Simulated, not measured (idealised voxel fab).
Herein follows the process module entitled voxel capacitor over wiring.
Cross-section cut spans 255 nm and uses square cells 5 nm in size.
A cross-section is a grid of square cells, given in bands from the top down. A band is one or more rows of cells. For a band, the entry starts with two heights in nm, that of the top and then that of the bottom, and carries on with the band's materials in order from left to right, each alongside its width in nm; the word "throughout" beside a single material means it fills the band edge to edge, and "air" means empty space. It should be noted that heights are counted from 0, beneath which the wafer as supplied is of one material throughout, and that the lowest band possesses no lower boundary but continues downward, as written in "0 down". The width entry "30 to 40" should be interpreted row by row: the top row of cells in the band takes the first number, the bottom row takes the second number, and the change between adjacent rows is uniform throughout. "nothing got changed" after a step means that no cell of the cross-section changed. Empty spaces counting at least 8 cells and having no open way to the top are listed in "Sealed internal voids". The notation width x height at distance is used for each, the distance being from the left edge and all three values in nm. The remark found on a step's line after its settings is issued by the simulator itself and pertains to that step. The optional step-line setting "overlay nm" applies to steps with a mask and quantifies how far to the right of its planned location the mask lay, a negative value indicating leftward placement.

**Below is the list of planned process steps**
- 1: RECEIVE with material Si
- 2: CONFORMAL_DEP with material SiO2, thk nm 15
- 3: CONFORMAL_DEP with material SiN, thk nm 5
- 4: DIRECTIONAL_DEP with material lowk, thk nm 15
- 5: PATTERN with tone open, mask id METAL_1, material resist, width nm 30, pitch nm 90, thk nm 15, overlay nm 0
- 6: DIRECTIONAL_ETCH with etch materials lowk, depth nm 15
- 7: DIRECTIONAL_ETCH with etch materials SiN, depth nm 5
- 8: STRIP with etch materials resist
- 9: CONFORMAL_DEP with material TiN, thk nm 5
- 10: FILL_DEP with material Ru, thk nm 10
- 11: CMP with height nm 35
- 12: CONFORMAL_DEP with material SiCN, thk nm 5
- 13: DIRECTIONAL_DEP with material lowk, thk nm 10
- 14: MASKED_ETCH with tone open, mask id PLUG_1, width nm 15, etch materials lowk, depth nm 10, overlay nm 0
- 15: MASKED_ETCH with tone open, mask id PLUG_1, width nm 15, etch materials SiCN, depth nm 5, overlay nm 0
- 16: CONFORMAL_DEP with material TiN, thk nm 5
- 17: FILL_DEP with material Ru, thk nm 5
- 18: CMP with height nm 50
- 19: DIRECTIONAL_DEP with material TiN, thk nm 5
- 20: DIRECTIONAL_DEP with material HfO2, thk nm 5
- 21: DIRECTIONAL_DEP with material TiN, thk nm 5
- 22: PATTERN with tone cover, mask id UPPER_PLATE, material resist, width nm 65, thk nm 15, overlay nm 0
- 23: DIRECTIONAL_ETCH with etch materials TiN, depth nm 5
- 24: DIRECTIONAL_ETCH with etch materials HfO2, depth nm 5
- 25: STRIP with etch materials resist
- 26: MASKED_ETCH with tone cover, mask id LOWER_PLATE, width nm 75, etch materials TiN, depth nm 5, overlay nm 0
- 27: FILL_DEP with material SiO2, thk nm 15
- 28: CMP with height nm 75
- 29: PATTERN with tone open, mask id PLUG_2, material resist, width nm 15, thk nm 15, overlay nm 0
- 30: DIRECTIONAL_ETCH with etch materials SiO2, depth nm 10
- 31: STRIP with etch materials resist
- 32: CONFORMAL_DEP with material TiN, thk nm 5
- 33: FILL_DEP with material Cu, thk nm 5
- 34: CMP with height nm 75
- 35: CONFORMAL_DEP with material SiCN, thk nm 5

**First wafer of two (run as planned)**

**Wafer cross-section on receipt, i.e. after step 1**
    0 down | Si throughout
    Sealed internal voids: none

**Presented here is a cross-section of the wafer after step 2 has been performed**
    15 to 0 | SiO2 throughout
    below 0: unchanged

**Presented here is a cross-section of the wafer after step 3 has been performed**
    20 to 15 | SiN throughout
    below 15: unchanged

**Presented here is a cross-section of the wafer after step 4 has been performed**
    35 to 20 | lowk throughout
    below 20: unchanged

**Presented here is a cross-section of the wafer after step 5 has been performed**
    50 to 35 | 65 resist, 30 air, 60 resist, 30 air, 70 resist
    below 35: unchanged

**Presented here is a cross-section of the wafer after step 6 has been performed**
    50 to 35 | 65 resist, 30 air, 60 resist, 30 air, 70 resist
    35 to 20 | 65 lowk, 30 air, 60 lowk, 30 air, 70 lowk
    below 20: unchanged

**Presented here is a cross-section of the wafer after step 7 has been performed**
    50 to 35 | 65 resist, 30 air, 60 resist, 30 air, 70 resist
    35 to 20 | 65 lowk, 30 air, 60 lowk, 30 air, 70 lowk
    20 to 15 | 65 SiN, 30 air, 60 SiN, 30 air, 70 SiN
    below 15: unchanged

**Presented here is a cross-section of the wafer after step 8 has been performed**
    35 to 20 | 65 lowk, 30 air, 60 lowk, 30 air, 70 lowk
    below 20: unchanged

**Presented here is a cross-section of the wafer after step 9 has been performed**
    40 to 35 | 70 TiN, 20 air, 70 TiN, 20 air, 75 TiN
    35 to 20 | 65 lowk, 5 TiN, 20 air, 5 TiN, 60 lowk, 5 TiN, 20 air, 5 TiN, 70 lowk
    20 to 15 | 65 SiN, 30 TiN, 60 SiN, 30 TiN, 70 SiN
    below 15: unchanged

**Presented here is a cross-section of the wafer after step 10 has been performed**
    50 to 40 | Ru throughout
    40 to 35 | 70 TiN, 20 Ru, 70 TiN, 20 Ru, 75 TiN
    35 to 20 | 65 lowk, 5 TiN, 20 Ru, 5 TiN, 60 lowk, 5 TiN, 20 Ru, 5 TiN, 70 lowk
    below 20: unchanged

**Presented here is a cross-section of the wafer after step 11 has been performed**
    35 to 20 | 65 lowk, 5 TiN, 20 Ru, 5 TiN, 60 lowk, 5 TiN, 20 Ru, 5 TiN, 70 lowk
    below 20: unchanged

**Presented here is a cross-section of the wafer after step 12 has been performed**
    40 to 35 | SiCN throughout
    below 35: unchanged

**Presented here is a cross-section of the wafer after step 13 has been performed**
    50 to 40 | lowk throughout
    below 40: unchanged

**Presented here is a cross-section of the wafer after step 14 has been performed**
    50 to 40 | 80 lowk, 15 air, 160 lowk
    below 40: unchanged

**Presented here is a cross-section of the wafer after step 15 has been performed**
    50 to 40 | 80 lowk, 15 air, 160 lowk
    40 to 35 | 80 SiCN, 15 air, 160 SiCN
    below 35: unchanged

**Presented here is a cross-section of the wafer after step 16 has been performed**
    55 to 50 | 85 TiN, 5 air, 165 TiN
    50 to 40 | 80 lowk, 5 TiN, 5 air, 5 TiN, 160 lowk
    40 to 35 | 80 SiCN, 15 TiN, 160 SiCN
    below 35: unchanged

**Presented here is a cross-section of the wafer after step 17 has been performed**
    60 to 55 | Ru throughout
    55 to 50 | 85 TiN, 5 Ru, 165 TiN
    50 to 40 | 80 lowk, 5 TiN, 5 Ru, 5 TiN, 160 lowk
    below 40: unchanged

**Presented here is a cross-section of the wafer after step 18 has been performed**
    50 to 40 | 80 lowk, 5 TiN, 5 Ru, 5 TiN, 160 lowk
    below 40: unchanged

**Presented here is a cross-section of the wafer after step 19 has been performed**
    55 to 50 | TiN throughout
    below 50: unchanged

**Presented here is a cross-section of the wafer after step 20 has been performed**
    60 to 55 | HfO2 throughout
    below 55: unchanged

**Presented here is a cross-section of the wafer after step 21 has been performed**
    65 to 60 | TiN throughout
    below 60: unchanged

**Presented here is a cross-section of the wafer after step 22 has been performed**
    80 to 65 | 80 air, 65 resist, 110 air
    below 65: unchanged

**Presented here is a cross-section of the wafer after step 23 has been performed**
    80 to 65 | 80 air, 65 resist, 110 air
    65 to 60 | 80 air, 65 TiN, 110 air
    below 60: unchanged

**Presented here is a cross-section of the wafer after step 24 has been performed**
    80 to 65 | 80 air, 65 resist, 110 air
    65 to 60 | 80 air, 65 TiN, 110 air
    60 to 55 | 80 air, 65 HfO2, 110 air
    below 55: unchanged

**Presented here is a cross-section of the wafer after step 25 has been performed**
    65 to 60 | 80 air, 65 TiN, 110 air
    below 60: unchanged

**Presented here is a cross-section of the wafer after step 26 has been performed**
    65 to 60 | 80 air, 65 TiN, 110 air
    60 to 55 | 80 air, 65 HfO2, 110 air
    55 to 50 | 75 air, 75 TiN, 105 air
    below 50: unchanged

**Presented here is a cross-section of the wafer after step 27 has been performed**
    80 to 65 | SiO2 throughout
    65 to 60 | 80 SiO2, 65 TiN, 110 SiO2
    60 to 55 | 80 SiO2, 65 HfO2, 110 SiO2
    55 to 50 | 75 SiO2, 75 TiN, 105 SiO2
    below 50: unchanged

**Presented here is a cross-section of the wafer after step 28 has been performed**
    75 to 65 | SiO2 throughout
    below 65: unchanged

**Presented here is a cross-section of the wafer after step 29 has been performed**
    90 to 75 | 90 resist, 15 air, 150 resist
    below 75: unchanged

**Presented here is a cross-section of the wafer after step 30 has been performed**
    90 to 75 | 90 resist, 15 air, 150 resist
    75 to 65 | 90 SiO2, 15 air, 150 SiO2
    below 65: unchanged

**Presented here is a cross-section of the wafer after step 31 has been performed**
    75 to 65 | 90 SiO2, 15 air, 150 SiO2
    below 65: unchanged

**Presented here is a cross-section of the wafer after step 32 has been performed**
    80 to 75 | 95 TiN, 5 air, 155 TiN
    75 to 70 | 90 SiO2, 5 TiN, 5 air, 5 TiN, 150 SiO2
    70 to 60 | 90 to 80 SiO2, 15 to 65 TiN, 150 to 110 SiO2
    below 60: unchanged

**Presented here is a cross-section of the wafer after step 33 has been performed**
    85 to 80 | Cu throughout
    80 to 75 | 95 TiN, 5 Cu, 155 TiN
    75 to 70 | 90 SiO2, 5 TiN, 5 Cu, 5 TiN, 150 SiO2
    below 70: unchanged

**Presented here is a cross-section of the wafer after step 34 has been performed**
    75 to 70 | 90 SiO2, 5 TiN, 5 Cu, 5 TiN, 150 SiO2
    below 70: unchanged

**Presented here is a cross-section of the wafer after step 35 has been performed**
    80 to 75 | SiCN throughout
    below 75: unchanged

**What follows concerns the second wafer, which started out like the first and was meant to follow the very same plan; one mistake crept in when it was run, but everything up to and including step 1 is the same as for the first wafer**

**Second wafer cross-section, taken as of the time the plan sets for step 2 to be done**
    10 to 0 | SiO2 throughout
    below 0: unchanged

**Second wafer cross-section, taken as of the time the plan sets for step 3 to be done**
    15 to 10 | SiN throughout
    below 10: unchanged

**Second wafer cross-section, taken as of the time the plan sets for step 4 to be done**
    30 to 15 | lowk throughout
    below 15: unchanged

**Second wafer cross-section, taken as of the time the plan sets for step 5 to be done**
    45 to 30 | 65 resist, 30 air, 60 resist, 30 air, 70 resist
    below 30: unchanged

**Second wafer cross-section, taken as of the time the plan sets for step 6 to be done**
    45 to 30 | 65 resist, 30 air, 60 resist, 30 air, 70 resist
    30 to 15 | 65 lowk, 30 air, 60 lowk, 30 air, 70 lowk
    below 15: unchanged

**Second wafer cross-section, taken as of the time the plan sets for step 7 to be done**
    45 to 30 | 65 resist, 30 air, 60 resist, 30 air, 70 resist
    30 to 15 | 65 lowk, 30 air, 60 lowk, 30 air, 70 lowk
    15 to 10 | 65 SiN, 30 air, 60 SiN, 30 air, 70 SiN
    below 10: unchanged

**Second wafer cross-section, taken as of the time the plan sets for step 8 to be done**
    30 to 15 | 65 lowk, 30 air, 60 lowk, 30 air, 70 lowk
    below 15: unchanged

**Second wafer cross-section, taken as of the time the plan sets for step 9 to be done**
    35 to 30 | 70 TiN, 20 air, 70 TiN, 20 air, 75 TiN
    30 to 15 | 65 lowk, 5 TiN, 20 air, 5 TiN, 60 lowk, 5 TiN, 20 air, 5 TiN, 70 lowk
    15 to 10 | 65 SiN, 30 TiN, 60 SiN, 30 TiN, 70 SiN
    below 10: unchanged

**Second wafer cross-section, taken as of the time the plan sets for step 10 to be done**
    45 to 35 | Ru throughout
    35 to 30 | 70 TiN, 20 Ru, 70 TiN, 20 Ru, 75 TiN
    30 to 15 | 65 lowk, 5 TiN, 20 Ru, 5 TiN, 60 lowk, 5 TiN, 20 Ru, 5 TiN, 70 lowk
    below 15: unchanged

**Second wafer cross-section, taken as of the time the plan sets for step 11 to be done**
    35 to 30 | 70 TiN, 20 Ru, 70 TiN, 20 Ru, 75 TiN
    below 30: unchanged

**Second wafer cross-section, taken as of the time the plan sets for step 12 to be done**
    40 to 35 | SiCN throughout
    below 35: unchanged

**Second wafer cross-section, taken as of the time the plan sets for step 13 to be done**
    50 to 40 | lowk throughout
    below 40: unchanged

**Second wafer cross-section, taken as of the time the plan sets for step 14 to be done**
    50 to 40 | 80 lowk, 15 air, 160 lowk
    below 40: unchanged

**Second wafer cross-section, taken as of the time the plan sets for step 15 to be done**
    50 to 40 | 80 lowk, 15 air, 160 lowk
    40 to 35 | 80 SiCN, 15 air, 160 SiCN
    below 35: unchanged

**Second wafer cross-section, taken as of the time the plan sets for step 16 to be done**
    55 to 50 | 85 TiN, 5 air, 165 TiN
    50 to 40 | 80 lowk, 5 TiN, 5 air, 5 TiN, 160 lowk
    40 to 35 | 80 SiCN, 15 TiN, 160 SiCN
    below 35: unchanged

**Second wafer cross-section, taken as of the time the plan sets for step 17 to be done**
    60 to 55 | Ru throughout
    55 to 50 | 85 TiN, 5 Ru, 165 TiN
    50 to 40 | 80 lowk, 5 TiN, 5 Ru, 5 TiN, 160 lowk
    below 40: unchanged

**Second wafer cross-section, taken as of the time the plan sets for step 18 to be done**
    50 to 40 | 80 lowk, 5 TiN, 5 Ru, 5 TiN, 160 lowk
    below 40: unchanged

**Second wafer cross-section, taken as of the time the plan sets for step 19 to be done**
    55 to 50 | TiN throughout
    below 50: unchanged

**Second wafer cross-section, taken as of the time the plan sets for step 20 to be done**
    60 to 55 | HfO2 throughout
    below 55: unchanged

**Second wafer cross-section, taken as of the time the plan sets for step 21 to be done**
    65 to 60 | TiN throughout
    below 60: unchanged

**Second wafer cross-section, taken as of the time the plan sets for step 22 to be done**
    80 to 65 | 80 air, 65 resist, 110 air
    below 65: unchanged

**Second wafer cross-section, taken as of the time the plan sets for step 23 to be done**
    80 to 65 | 80 air, 65 resist, 110 air
    65 to 60 | 80 air, 65 TiN, 110 air
    below 60: unchanged

**Second wafer cross-section, taken as of the time the plan sets for step 24 to be done**
    80 to 65 | 80 air, 65 resist, 110 air
    65 to 60 | 80 air, 65 TiN, 110 air
    60 to 55 | 80 air, 65 HfO2, 110 air
    below 55: unchanged

**Second wafer cross-section, taken as of the time the plan sets for step 25 to be done**
    65 to 60 | 80 air, 65 TiN, 110 air
    below 60: unchanged

**Second wafer cross-section, taken as of the time the plan sets for step 26 to be done**
    65 to 60 | 80 air, 65 TiN, 110 air
    60 to 55 | 80 air, 65 HfO2, 110 air
    55 to 50 | 75 air, 75 TiN, 105 air
    below 50: unchanged

**Second wafer cross-section, taken as of the time the plan sets for step 27 to be done**
    80 to 65 | SiO2 throughout
    65 to 60 | 80 SiO2, 65 TiN, 110 SiO2
    60 to 55 | 80 SiO2, 65 HfO2, 110 SiO2
    55 to 50 | 75 SiO2, 75 TiN, 105 SiO2
    below 50: unchanged

**Second wafer cross-section, taken as of the time the plan sets for step 28 to be done**
    75 to 65 | SiO2 throughout
    below 65: unchanged

**Second wafer cross-section, taken as of the time the plan sets for step 29 to be done**
    90 to 75 | 90 resist, 15 air, 150 resist
    below 75: unchanged

**Second wafer cross-section, taken as of the time the plan sets for step 30 to be done**
    90 to 75 | 90 resist, 15 air, 150 resist
    75 to 65 | 90 SiO2, 15 air, 150 SiO2
    below 65: unchanged

**Second wafer cross-section, taken as of the time the plan sets for step 31 to be done**
    75 to 65 | 90 SiO2, 15 air, 150 SiO2
    below 65: unchanged

**Second wafer cross-section, taken as of the time the plan sets for step 32 to be done**
    80 to 75 | 95 TiN, 5 air, 155 TiN
    75 to 70 | 90 SiO2, 5 TiN, 5 air, 5 TiN, 150 SiO2
    70 to 60 | 90 to 80 SiO2, 15 to 65 TiN, 150 to 110 SiO2
    below 60: unchanged

**Second wafer cross-section, taken as of the time the plan sets for step 33 to be done**
    85 to 80 | Cu throughout
    80 to 75 | 95 TiN, 5 Cu, 155 TiN
    75 to 70 | 90 SiO2, 5 TiN, 5 Cu, 5 TiN, 150 SiO2
    below 70: unchanged

**Second wafer cross-section, taken as of the time the plan sets for step 34 to be done**
    75 to 70 | 90 SiO2, 5 TiN, 5 Cu, 5 TiN, 150 SiO2
    below 70: unchanged

**Second wafer cross-section, taken as of the time the plan sets for step 35 to be done**
    80 to 75 | SiCN throughout
    below 75: unchanged
Which mistake was made when the wafer was run? step 2 went in with a setting other than planned; the actual run was CONFORMAL_DEP with material SiO2, thk nm 10
It is noted that, at the conclusion of processing, the second wafer exhibits a higher or lower cell count for certain materials relative to the first: +8 Ru | -51 SiO2 | +43 TiN
